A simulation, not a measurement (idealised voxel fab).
process module | voxel double patterning
Cross-sectional view cut (width: 240 nm; square cell size: 5 nm).
Reading order for cross-sections: top band down to bottom band. Underlying form: a grid of square cells. Band size: one or more rows of cells.
A band entry consists of two parts. The first gives the height of the band's top and the height of its bottom, in nm. The rest lists the band's materials from left to right, each with its width in nm. A single material labelled with the word "edge to edge" fills the band from edge to edge, and the word "air" marks empty space.
Beneath 0, the wafer as received is one material, and that level is where height counting begins. The lowest band goes on downward without a bottom; it is written like "from 0 down".
You'd read "30..40" like this: the band's top row of cells is as wide as the first number, its bottom row is as wide as the second, and going down, every row changes width by the same amount as the row before did.
You'll sometimes find "changes: none" written for a step, and that's the way of saying that nowhere in the cross-section did a cell change during that step.
Any empty space of 8 cells or more lacking an open way to the top shows up in "Tabulated closed voids" as width x height at distance, distance from the left edge, in nm.
What comes after the settings on a step's line is commentary from the simulator itself on that step.
If you see "overlay nm" on a step's line and that step has a mask, it's telling you how far right of where it was planned the mask ended up; a negative number means it went left instead.
# Steps planned for the process
- 1: RECEIVE (material Si)
- 2: CONFORMAL_DEP (material SiO2; thk nm 5)
- 3: DIRECTIONAL_DEP (material TiN; thk nm 20)
- 4: DIRECTIONAL_DEP (material SiN; thk nm 10)
- 5: PATTERN (tone open; mask id FIRST; material resist; width nm 15; pitch nm 50; thk nm 15; overlay nm 0)
- 6: DIRECTIONAL_ETCH (etch materials SiN; depth nm 10)
- 7: STRIP (etch materials resist)
- 8: PATTERN (tone open; mask id SECOND; material resist; width nm 15; thk nm 15; overlay nm 0)
- 9: DIRECTIONAL_ETCH (etch materials SiN; depth nm 10)
- 10: STRIP (etch materials resist)
- 11: DIRECTIONAL_ETCH (etch materials TiN; depth nm 20)
- 12: STRIP (etch materials SiN)
# So, the first of our two wafers, run just as we planned it
# Incoming wafer in cross-section (state: after step 1)
  from 0 down: Si edge to edge
  Tabulated closed voids: none
# after step 2
  from 5 to 0: SiO2 edge to edge
  Beneath the level 0, the cross-section is identical to its previous state.
# after step 3
  from 25 to 5: TiN edge to edge
  Beneath the level 5, the cross-section is identical to its previous state.
# after step 4
  from 35 to 25: SiN edge to edge
  Beneath the level 25, the cross-section is identical to its previous state.
# after step 5
  from 50 to 35: resist (85), then air (15), then resist (35), then air (15), then resist (90)
  Beneath the level 35, the cross-section is identical to its previous state.
# after step 6
  from 50 to 35: resist (85), then air (15), then resist (35), then air (15), then resist (90)
  from 35 to 25: SiN (85), then air (15), then SiN (35), then air (15), then SiN (90)
  Beneath the level 25, the cross-section is identical to its previous state.
# after step 7
  from 35 to 25: SiN (85), then air (15), then SiN (35), then air (15), then SiN (90)
  Beneath the level 25, the cross-section is identical to its previous state.
# after step 8
  from 50 to 35: resist (110), then air (15), then resist (115)
  from 35 to 25: SiN (85), then resist (15), then SiN (35), then resist (15), then SiN (90)
  Beneath the level 25, the cross-section is identical to its previous state.
# after step 9
  from 50 to 35: resist (110), then air (15), then resist (115)
  from 35 to 25: SiN (85), then resist (15), then SiN (10), then air (15), then SiN (10), then resist (15), then SiN (90)
  Beneath the level 25, the cross-section is identical to its previous state.
# after step 10
  from 35 to 25: SiN (85), then air (15), then SiN (10), then air (15), then SiN (10), then air (15), then SiN (90)
  Beneath the level 25, the cross-section is identical to its previous state.
# after step 11
  from 35 to 25: SiN (85), then air (15), then SiN (10), then air (15), then SiN (10), then air (15), then SiN (90)
  from 25 to 5: TiN (85), then air (15), then TiN (10), then air (15), then TiN (10), then air (15), then TiN (90)
  Beneath the level 5, the cross-section is identical to its previous state.
# after step 12
  from 25 to 5: TiN (85), then air (15), then TiN (10), then air (15), then TiN (10), then air (15), then TiN (90)
  Beneath the level 5, the cross-section is identical to its previous state.
# Regarding the second of the two wafers: it shared the first wafer's starting condition and process plan, yet one error occurred during its execution. Its history coincides with that of the first wafer up to and including step 7
# Cross-section of the second wafer at the time by which step 8 should have been completed according to the plan
  from 50 to 35: resist (110), then air (20), then resist (110)
  from 35 to 25: SiN (85), then resist (15), then SiN (35), then resist (15), then SiN (90)
  Beneath the level 25, the cross-section is identical to its previous state.
# Cross-section of the second wafer at the time by which step 9 should have been completed according to the plan
  from 50 to 35: resist (110), then air (20), then resist (110)
  from 35 to 25: SiN (85), then resist (15), then SiN (10), then air (20), then SiN (5), then resist (15), then SiN (90)
  Beneath the level 25, the cross-section is identical to its previous state.
# Cross-section of the second wafer at the time by which step 10 should have been completed according to the plan
  from 35 to 25: SiN (85), then air (15), then SiN (10), then air (20), then SiN (5), then air (15), then SiN (90)
  Beneath the level 25, the cross-section is identical to its previous state.
# Cross-section of the second wafer at the time by which step 11 should have been completed according to the plan
  from 35 to 25: SiN (85), then air (15), then SiN (10), then air (20), then SiN (5), then air (15), then SiN (90)
  from 25 to 5: TiN (85), then air (15), then TiN (10), then air (20), then TiN (5), then air (15), then TiN (90)
  Beneath the level 5, the cross-section is identical to its previous state.
# Cross-section of the second wafer at the time by which step 12 should have been completed according to the plan
  from 25 to 5: TiN (85), then air (15), then TiN (10), then air (20), then TiN (5), then air (15), then TiN (90)
  Beneath the level 5, the cross-section is identical to its previous state.
Deviation from plan: step 8: run off-plan, actual operation and settings PATTERN (tone open; mask id SECOND; material resist; width nm 20; thk nm 15; overlay nm 0)
At the finish, the second wafer shows more or fewer cells for some materials than the first does: TiN -4
